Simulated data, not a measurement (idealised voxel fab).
This is a process module. Its name is voxel transistor to metal.
Pictured: cross-section cut, 185 nm wide, on a grid of 5 nm square cells.
Heads up, the way a cross-section reads in here is a grid of square cells, handed over as bands from the top down, with every band being one or more rows of cells. Quick guide to a band line: top height, bottom height (nm) up front; then every material left to right with its width in nm. Only one material and it's marked "edge to edge"? Then it fills the band edge to edge. And "empty" just means empty space. The reference from which all heights are counted is 0, the level beneath which the as-received wafer is entirely one material; the lowest band, having no lower bound, proceeds downward and is written after the example "0 -> down". A two-number width, for instance "30..40", indicates that the width is equal to the first number in the top row of the band and to the second number in the bottom row, and that it changes by a constant amount per row of cells. When a step is marked "left unchanged", none of the cells in the cross-section changed during that step. So "Closed void roster" is basically the list of trapped voids: any empty space of 8 cells or more that can't reach the top through an opening. They're written width x height at distance, the distance being from the left edge, and it's all nm. Past the settings on a step's line: simulator remark, on that step. The optional step-line setting "overlay nm" applies to steps with a mask and quantifies how far to the right of its planned location the mask lay, a negative value indicating leftward placement.

**Here's what the planned process steps look like**
1. RECEIVE: material Si
2. OXIDIZE: depth nm 5
3. CONFORMAL_DEP: material SiN, thk nm 15
4. MASKED_ETCH: tone cover, mask id ACTIVE, width nm 130, etch materials SiN, depth nm 15, overlay nm 0
5. MASKED_ETCH: tone cover, mask id ACTIVE, width nm 130, etch materials SiO2, depth nm 5, overlay nm 0
6. MASKED_ETCH: tone cover, mask id ACTIVE, width nm 130, etch materials Si, depth nm 35, overlay nm 0
7. FILL_DEP: material SiO2, thk nm 10
8. CMP: height nm 15
9. SELECTIVE_ETCH: etch materials SiO2, depth nm 10
10. STRIP: etch materials SiN
11. SELECTIVE_ETCH: etch materials SiO2, depth nm 5
12. OXIDIZE: depth nm 5
13. DIRECTIONAL_DEP: material polySi, thk nm 25
14. DIRECTIONAL_DEP: material SiCN, thk nm 10
15. DIRECTIONAL_DEP: material aC, thk nm 15
16. PATTERN: tone cover, mask id GATE, material resist, width nm 30, thk nm 30, overlay nm 0
17. DIRECTIONAL_ETCH: etch materials aC, depth nm 15
18. STRIP: etch materials resist
19. DIRECTIONAL_ETCH: etch materials SiCN, depth nm 20
20. DIRECTIONAL_ETCH: etch materials polySi, depth nm 35
21. STRIP: etch materials aC
22. CONFORMAL_DEP: material SiO2, thk nm 5
23. DIRECTIONAL_ETCH: etch materials SiO2, depth nm 5
24. CONFORMAL_DEP: material SiN, thk nm 10
25. DIRECTIONAL_ETCH: etch materials SiN, depth nm 10
26. DIRECTIONAL_ETCH: etch materials SiO2, depth nm 5
27. DIRECTIONAL_ETCH: etch materials Si, depth nm 5
28. EPI: material pSi, thk nm 5
29. FILL_DEP: material SiO2, thk nm 10
30. CMP: height nm 20
31. STRIP: etch materials polySi
32. SELECTIVE_ETCH: etch materials SiO2, depth nm 5
33. CONFORMAL_DEP: material HfO2, thk nm 5
34. CONFORMAL_DEP: material TiN, thk nm 5
35. FILL_DEP: material W, thk nm 5
36. CMP: height nm 15
37. DIRECTIONAL_DEP: material SiO2, thk nm 10
38. PATTERN: tone open, mask id CONTACT, material resist, width nm 20, pitch nm 90, thk nm 20, overlay nm 0
39. DIRECTIONAL_ETCH: etch materials SiO2, depth nm 35
40. STRIP: etch materials resist
41. CONFORMAL_DEP: material TiN, thk nm 5
42. FILL_DEP: material Ru, thk nm 5
43. CMP: height nm 25
44. DIRECTIONAL_DEP: material TiN, thk nm 5
45. DIRECTIONAL_DEP: material Ru, thk nm 15
46. MASKED_ETCH: tone cover, mask id METAL_1, width nm 20, pitch nm 90, etch materials Ru, depth nm 20, overlay nm 0
47. MASKED_ETCH: tone cover, mask id METAL_1, width nm 20, pitch nm 90, etch materials TiN, depth nm 5, overlay nm 0
48. FILL_DEP: material SiO2, thk nm 5
49. CMP: height nm 50
50. CONFORMAL_DEP: material SiN, thk nm 5
Heads up: all these wafers start the same, and what changes between them is the thk nm in step 45. The value you see in the plan is just what the first wafer got.

**The first of several wafers, as received after step 1, seen in section**
	0 -> down | Si edge to edge
	Closed void roster: none

**Per wafer, end of module: cells gained (+) or lost (-) per material since receipt, then closed voids**
thk nm 15, +16 HfO2, +46 Ru, -150 Si, +57 SiN, +360 SiO2, +52 TiN, +12 W, +14 pSi, Closed void roster: none
thk nm 20, +16 HfO2, +54 Ru, -150 Si, +57 SiN, +352 SiO2, +52 TiN, +12 W, +14 pSi, Closed void roster: none
thk nm 25, +16 HfO2, +83 Ru, -150 Si, +57 SiN, +294 SiO2, +81 TiN, +12 W, +14 pSi, Closed void roster: none
thk nm 30, +16 HfO2, +112 Ru, -150 Si, +57 SiN, +265 SiO2, +81 TiN, +12 W, +14 pSi, Closed void roster: none
thk nm 35, +16 HfO2, +141 Ru, -150 Si, +57 SiN, +236 SiO2, +81 TiN, +12 W, +14 pSi, Closed void roster: none
